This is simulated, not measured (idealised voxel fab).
Process module heading - voxel wiring stack
The cross-section shown here is cut; it is 180 nm wide and divided into square cells measuring 5 nm on a side.
In what follows, cross-sections appear as grids of square cells, described through bands that run from the top down, where every band is one or more rows of cells.
Top height, bottom height, nm. Materials left to right, width each, nm. Single material + "everywhere" = fills band edge to edge. "blank" = empty.
All heights in this document are referenced to 0, defined as the level beneath which the wafer, as received, consists entirely of one material. The lowest band is not bounded below; it extends indefinitely downward and is written in the form "top 0, no bottom".
When a width is written as two numbers, as in "30..40", the first number is the width in the top row of cells of the band and the second is the width in its bottom row, and the width changes by the same amount from each row to the next.
A step reported as "remained unchanged" is a step in which no cell of the cross-section changed.
Basically, "Enclosed void inventory" tells you about the enclosed voids: empty spaces with no open way to the top, 8 cells or bigger, each written width x height at distance, where distance is from the left edge, all in nm.
If you see something after the settings on a step's line, that's the simulator's own remark about that step.
When a step includes a mask, the "overlay nm" setting on its line states how far to the right of its planned place that mask lay, and negative values state how far to the left.
Everything after this point is organized in pairs: a cross-section before one process step, a cross-section after it that shows only as deep as the lowest changed band, and, under the pair, the intervening step with its settings. Because different runs of this module on the same starting wafer can supply different pairs, a pair continues from the pair above it only if its entry headed "State before step" says so.

State before step
* top 180, bottom 160  lowk (25), TiN (5), W (20), TiN (5), lowk (20), TiN (5), W (20), TiN (5), lowk (20), TiN (5), W (20), TiN (5), lowk (25)
* top 160, bottom 155  SiN (25), TiN (30), SiN (20), TiN (30), SiN (20), TiN (30), SiN (25)
* top 155, bottom 140  SiO2 (25), TiN (5), Cu (5), TiN (5), SiO2 (35), TiN (5), Cu (5), TiN (5), SiO2 (35), TiN (5), Cu (5), TiN (5), SiO2 (40)
* top 140, bottom 135  SiCN (25), TiN (15), SiCN (35), TiN (15), SiCN (35), TiN (15), SiCN (40)
* top 135, bottom 130  SiCN (20), Ru (40), SiCN (10), Ru (40), SiCN (10), Ru (40), SiCN (20)
* top 130, bottom 105  SiO2 (25), TiN (5), Cu (20), TiN (5), SiO2 (20), TiN (5), Cu (20), TiN (5), SiO2 (20), TiN (5), Cu (20), TiN (5), SiO2 (25)
* top 105, bottom 100  SiN (25), TiN (30), SiN (20), TiN (30), SiN (20), TiN (30), SiN (25)
* top 100, bottom 80  SiO2 (25), Ru (5), W (5), Ru (5), SiO2 (85), Ru (5), W (5), Ru (5), SiO2 (40)
* top 80, bottom 75  SiCN (25), Ru (15), SiCN (85), Ru (15), SiCN (40)
* top 75, bottom 65  lowk (25), TiN (5), Cu (20), TiN (5), lowk (20), TiN (5), Cu (20), TiN (5), lowk (20), TiN (5), Cu (20), TiN (5), lowk (25)
* top 65, bottom 60  lowk (25), TiN (5), Cu (5), TiN (20), lowk (20), TiN (5), Cu (5), TiN (20), lowk (20), TiN (5), Cu (5), TiN (20), lowk (25)
* top 60, bottom 45  lowk (25), TiN (5), Cu (5), TiN (5), lowk (35), TiN (5), Cu (5), TiN (5), lowk (35), TiN (5), Cu (5), TiN (5), lowk (40)
* top 45, bottom 40  SiCN (25), TiN (15), SiCN (35), TiN (15), SiCN (35), TiN (15), SiCN (40)
* top 40, bottom 20  lowk (20), SiCN (5), W (30), SiCN (5), lowk (10), SiCN (5), W (30), SiCN (5), lowk (10), SiCN (5), W (30), SiCN (5), lowk (20)
* top 20, bottom 15  SiCN (25), TiN (30), SiCN (20), TiN (30), SiCN (20), TiN (30), SiCN (25)
* top 15, bottom 0  SiO2 everywhere
* top 0, no bottom  Si everywhere
* Enclosed void inventory: none

Sectional Result
* top 185, bottom 180  SiCN everywhere
* At heights below 180, the structure remains unaltered.
* Enclosed void inventory: none
Intermediate step for the cross-sections above: CONFORMAL_DEP (material SiCN; thk nm 5)

State before step
* top 140, bottom 130  aC everywhere
* top 130, bottom 105  SiO2 everywhere
* top 105, bottom 100  SiN everywhere
* top 100, bottom 80  SiO2 (25), TiN (5), W (5), TiN (5), SiO2 (85), TiN (5), W (5), TiN (5), SiO2 (40)
* top 80, bottom 75  SiCN (25), TiN (15), SiCN (85), TiN (15), SiCN (40)
* top 75, bottom 65  lowk (25), TiN (5), Cu (20), TiN (5), lowk (20), TiN (5), Cu (20), TiN (5), lowk (20), TiN (5), Cu (20), TiN (5), lowk (25)
* top 65, bottom 60  lowk (25), TiN (5), Cu (5), TiN (20), lowk (20), TiN (5), Cu (5), TiN (20), lowk (20), TiN (5), Cu (5), TiN (20), lowk (25)
* top 60, bottom 45  lowk (25), TiN (5), Cu (5), TiN (5), lowk (35), TiN (5), Cu (5), TiN (5), lowk (35), TiN (5), Cu (5), TiN (5), lowk (40)
* top 45, bottom 40  SiCN (25), TiN (15), SiCN (35), TiN (15), SiCN (35), TiN (15), SiCN (40)
* top 40, bottom 20  lowk (20), SiCN (5), W (30), SiCN (5), lowk (10), SiCN (5), W (30), SiCN (5), lowk (10), SiCN (5), W (30), SiCN (5), lowk (20)
* top 20, bottom 15  SiCN (25), TiN (30), SiCN (20), TiN (30), SiCN (20), TiN (30), SiCN (25)
* top 15, bottom 0  SiO2 everywhere
* top 0, no bottom  Si everywhere
* Enclosed void inventory: none

Sectional Result
* top 165, bottom 140  blank (25), resist (30), blank (20), resist (30), blank (20), resist (30), blank (25)
* At heights below 140, the structure remains unaltered.
* Enclosed void inventory: none
Intermediate step for the cross-sections above: PATTERN (tone cover; mask id METAL_3; material resist; width nm 30; pitch nm 50; thk nm 25; overlay nm 0)

State before step: see the after view in the pair directly above.

Sectional Result
* top 155, bottom 140  blank (25), resist (30), blank (20), resist (30), blank (20), resist (30), blank (25)
* top 140, bottom 130  blank (25), aC (30), blank (20), aC (30), blank (20), aC (30), blank (25)
* At heights below 130, the structure remains unaltered.
* Enclosed void inventory: none
Intermediate step for the cross-sections above: DIRECTIONAL_ETCH (etch materials aC; depth nm 10)

State before step: see the after view in the pair directly above.

Sectional Result
* top 140, bottom 130  blank (25), aC (30), blank (20), aC (30), blank (20), aC (30), blank (25)
* At heights below 130, the structure remains unaltered.
* Enclosed void inventory: none
Intermediate step for the cross-sections above: STRIP (etch materials resist)

State before step: see the after view in the pair directly above.

Sectional Result
* top 140, bottom 130  blank (25), aC (30), blank (20), aC (30), blank (20), aC (30), blank (25)
* top 130, bottom 105  blank (25), SiO2 (30), blank (20), SiO2 (30), blank (20), SiO2 (30), blank (25)
* At heights below 105, the structure remains unaltered.
* Enclosed void inventory: none
Intermediate step for the cross-sections above: DIRECTIONAL_ETCH (etch materials SiO2; depth nm 25)

State before step: see the after view in the pair directly above.

Sectional Result
* top 140, bottom 130  blank (25), aC (30), blank (20), aC (30), blank (20), aC (30), blank (25)
* top 130, bottom 105  blank (25), SiO2 (30), blank (20), SiO2 (30), blank (20), SiO2 (30), blank (25)
* top 105, bottom 100  blank (25), SiN (30), blank (20), SiN (30), blank (20), SiN (30), blank (25)
* At heights below 100, the structure remains unaltered.
* Enclosed void inventory: none
Intermediate step for the cross-sections above: DIRECTIONAL_ETCH (etch materials SiN; depth nm 5)

State before step: see the after view in the pair directly above.

Sectional Result
* top 130, bottom 105  blank (25), SiO2 (30), blank (20), SiO2 (30), blank (20), SiO2 (30), blank (25)
* At heights below 105, the structure remains unaltered.
* Enclosed void inventory: none
Intermediate step for the cross-sections above: STRIP (etch materials aC)

State before step: see the after view in the pair directly above.

Sectional Result
* top 135, bottom 130  blank (20), TiN (40), blank (10), TiN (40), blank (10), TiN (40), blank (20)
* top 130, bottom 105  blank (20), TiN (5), SiO2 (30), TiN (5), blank (10), TiN (5), SiO2 (30), TiN (5), blank (10), TiN (5), SiO2 (30), TiN (5), blank (20)
* top 105, bottom 100  TiN (25), SiN (30), TiN (20), SiN (30), TiN (20), SiN (30), TiN (25)
* At heights below 100, the structure remains unaltered.
* Enclosed void inventory: none
Intermediate step for the cross-sections above: CONFORMAL_DEP (material TiN; thk nm 5)

State before step: see the after view in the pair directly above.

Sectional Result
* top 140, bottom 135  Cu everywhere
* top 135, bottom 130  Cu (20), TiN (40), Cu (10), TiN (40), Cu (10), TiN (40), Cu (20)
* top 130, bottom 105  Cu (20), TiN (5), SiO2 (30), TiN (5), Cu (10), TiN (5), SiO2 (30), TiN (5), Cu (10), TiN (5), SiO2 (30), TiN (5), Cu (20)
* At heights below 105, the structure remains unaltered.
* Enclosed void inventory: none
Intermediate step for the cross-sections above: FILL_DEP (material Cu; thk nm 5)

State before step: see the after view in the pair directly above.

Sectional Result
* top 130, bottom 105  Cu (20), TiN (5), SiO2 (30), TiN (5), Cu (10), TiN (5), SiO2 (30), TiN (5), Cu (10), TiN (5), SiO2 (30), TiN (5), Cu (20)
* At heights below 105, the structure remains unaltered.
* Enclosed void inventory: none
Intermediate step for the cross-sections above: CMP (height nm 130)

State before step: see the after view in the pair directly above.

Sectional Result
* top 135, bottom 130  Ru (30), blank (20), Ru (30), blank (20), Ru (30), blank (20), Ru (30)
* At heights below 130, the structure remains unaltered.
* Enclosed void inventory: none
Intermediate step for the cross-sections above: EPI (material Ru; thk nm 5)

State before step: see the after view in the pair directly above.

Sectional Result
* top 140, bottom 135  SiCN everywhere
* top 135, bottom 130  Ru (30), SiCN (20), Ru (30), SiCN (20), Ru (30), SiCN (20), Ru (30)
* At heights below 130, the structure remains unaltered.
* Enclosed void inventory: none
Intermediate step for the cross-sections above: FILL_DEP (material SiCN; thk nm 5)

State before step: see the after view in the pair directly above.

Sectional Result
* top 155, bottom 140  SiO2 everywhere
* At heights below 140, the structure remains unaltered.
* Enclosed void inventory: none
Intermediate step for the cross-sections above: DIRECTIONAL_DEP (material SiO2; thk nm 15)

State before step: see the after view in the pair directly above.

Sectional Result
* top 155, bottom 140  SiO2 (25), blank (15), SiO2 (35), blank (15), SiO2 (35), blank (15), SiO2 (40)
* At heights below 140, the structure remains unaltered.
* Enclosed void inventory: none
Intermediate step for the cross-sections above: MASKED_ETCH (tone open; mask id PLUG_3; width nm 15; pitch nm 50; etch materials SiO2; depth nm 15; overlay nm 0)

State before step: see the after view in the pair directly above.

Sectional Result
* top 155, bottom 140  SiO2 (25), blank (15), SiO2 (35), blank (15), SiO2 (35), blank (15), SiO2 (40)
* top 140, bottom 135  SiCN (25), blank (15), SiCN (35), blank (15), SiCN (35), blank (15), SiCN (40)
* At heights below 135, the structure remains unaltered.
* Enclosed void inventory: none
Intermediate step for the cross-sections above: MASKED_ETCH (tone open; mask id PLUG_3; width nm 15; pitch nm 50; etch materials SiCN; depth nm 5; overlay nm 0)

State before step: see the after view in the pair directly above.

Sectional Result
* top 160, bottom 155  TiN (30), blank (5), TiN (45), blank (5), TiN (45), blank (5), TiN (45)
* top 155, bottom 140  SiO2 (25), TiN (5), blank (5), TiN (5), SiO2 (35), TiN (5), blank (5), TiN (5), SiO2 (35), TiN (5), blank (5), TiN (5), SiO2 (40)
* top 140, bottom 135  SiCN (25), TiN (15), SiCN (35), TiN (15), SiCN (35), TiN (15), SiCN (40)
* At heights below 135, the structure remains unaltered.
* Enclosed void inventory: none
Intermediate step for the cross-sections above: CONFORMAL_DEP (material TiN; thk nm 5)

State before step: see the after view in the pair directly above.

Sectional Result
* top 170, bottom 160  Cu everywhere
* top 160, bottom 155  TiN (30), Cu (5), TiN (45), Cu (5), TiN (45), Cu (5), TiN (45)
* top 155, bottom 140  SiO2 (25), TiN (5), Cu (5), TiN (5), SiO2 (35), TiN (5), Cu (5), TiN (5), SiO2 (35), TiN (5), Cu (5), TiN (5), SiO2 (40)
* At heights below 140, the structure remains unaltered.
* Enclosed void inventory: none
Intermediate step for the cross-sections above: FILL_DEP (material Cu; thk nm 10)

State before step: see the after view in the pair directly above.

Sectional Result
* top 155, bottom 140  SiO2 (25), TiN (5), Cu (5), TiN (5), SiO2 (35), TiN (5), Cu (5), TiN (5), SiO2 (35), TiN (5), Cu (5), TiN (5), SiO2 (40)
* At heights below 140, the structure remains unaltered.
* Enclosed void inventory: none
Intermediate step for the cross-sections above: CMP (height nm 155)

State before step: see the after view in the pair directly above.

Sectional Result
* top 160, bottom 155  SiN everywhere
* At heights below 155, the structure remains unaltered.
* Enclosed void inventory: none
Intermediate step for the cross-sections above: CONFORMAL_DEP (material SiN; thk nm 5)

State before step: see the after view in the pair directly above.

Sectional Result
* top 180, bottom 160  lowk everywhere
* At heights below 160, the structure remains unaltered.
* Enclosed void inventory: none
Intermediate step for the cross-sections above: DIRECTIONAL_DEP (material lowk; thk nm 20)

State before step: see the after view in the pair directly above.

Sectional Result
* top 195, bottom 180  resist (25), blank (30), resist (20), blank (30), resist (20), blank (30), resist (25)
* At heights below 180, the structure remains unaltered.
* Enclosed void inventory: none
Intermediate step for the cross-sections above: PATTERN (tone open; mask id METAL_4; material resist; width nm 30; pitch nm 50; thk nm 15; overlay nm 0)

State before step: see the after view in the pair directly above.

Sectional Result
* top 195, bottom 180  resist (25), blank (30), resist (20), blank (30), resist (20), blank (30), resist (25)
* top 180, bottom 160  lowk (25), blank (30), lowk (20), blank (30), lowk (20), blank (30), lowk (25)
* At heights below 160, the structure remains unaltered.
* Enclosed void inventory: none
Intermediate step for the cross-sections above: DIRECTIONAL_ETCH (etch materials lowk; depth nm 20)

State before step: see the after view in the pair directly above.

Sectional Result
* top 195, bottom 180  resist (25), blank (30), resist (20), blank (30), resist (20), blank (30), resist (25)
* top 180, bottom 160  lowk (25), blank (30), lowk (20), blank (30), lowk (20), blank (30), lowk (25)
* top 160, bottom 155  SiN (25), blank (30), SiN (20), blank (30), SiN (20), blank (30), SiN (25)
* At heights below 155, the structure remains unaltered.
* Enclosed void inventory: none
Intermediate step for the cross-sections above: DIRECTIONAL_ETCH (etch materials SiN; depth nm 5)

State before step: see the after view in the pair directly above.

Sectional Result
* top 180, bottom 160  lowk (25), blank (30), lowk (20), blank (30), lowk (20), blank (30), lowk (25)
* At heights below 160, the structure remains unaltered.
* Enclosed void inventory: none
Intermediate step for the cross-sections above: STRIP (etch materials resist)

State before step: see the after view in the pair directly above.

Sectional Result
* top 185, bottom 180  TiN (30), blank (20), TiN (30), blank (20), TiN (30), blank (20), TiN (30)
* top 180, bottom 160  lowk (25), TiN (5), blank (20), TiN (5), lowk (20), TiN (5), blank (20), TiN (5), lowk (20), TiN (5), blank (20), TiN (5), lowk (25)
* top 160, bottom 155  SiN (25), TiN (30), SiN (20), TiN (30), SiN (20), TiN (30), SiN (25)
* At heights below 155, the structure remains unaltered.
* Enclosed void inventory: none
Intermediate step for the cross-sections above: CONFORMAL_DEP (material TiN; thk nm 5)

State before step: see the after view in the pair directly above.

Sectional Result
* top 195, bottom 185  W everywhere
* top 185, bottom 180  TiN (30), W (20), TiN (30), W (20), TiN (30), W (20), TiN (30)
* top 180, bottom 160  lowk (25), TiN (5), W (20), TiN (5), lowk (20), TiN (5), W (20), TiN (5), lowk (20), TiN (5), W (20), TiN (5), lowk (25)
* At heights below 160, the structure remains unaltered.
* Enclosed void inventory: none
Intermediate step for the cross-sections above: FILL_DEP (material W; thk nm 10)

State before step: see the after view in the pair directly above.

Sectional Result
* top 180, bottom 160  lowk (25), TiN (5), W (20), TiN (5), lowk (20), TiN (5), W (20), TiN (5), lowk (20), TiN (5), W (20), TiN (5), lowk (25)
* At heights below 160, the structure remains unaltered.
* Enclosed void inventory: none
Intermediate step for the cross-sections above: CMP (height nm 180)

State before step: see the after view in the pair directly above.

Sectional Result
* top 185, bottom 180  SiCN everywhere
* At heights below 180, the structure remains unaltered.
* Enclosed void inventory: none
Intermediate step for the cross-sections above: CONFORMAL_DEP (material SiCN; thk nm 5)
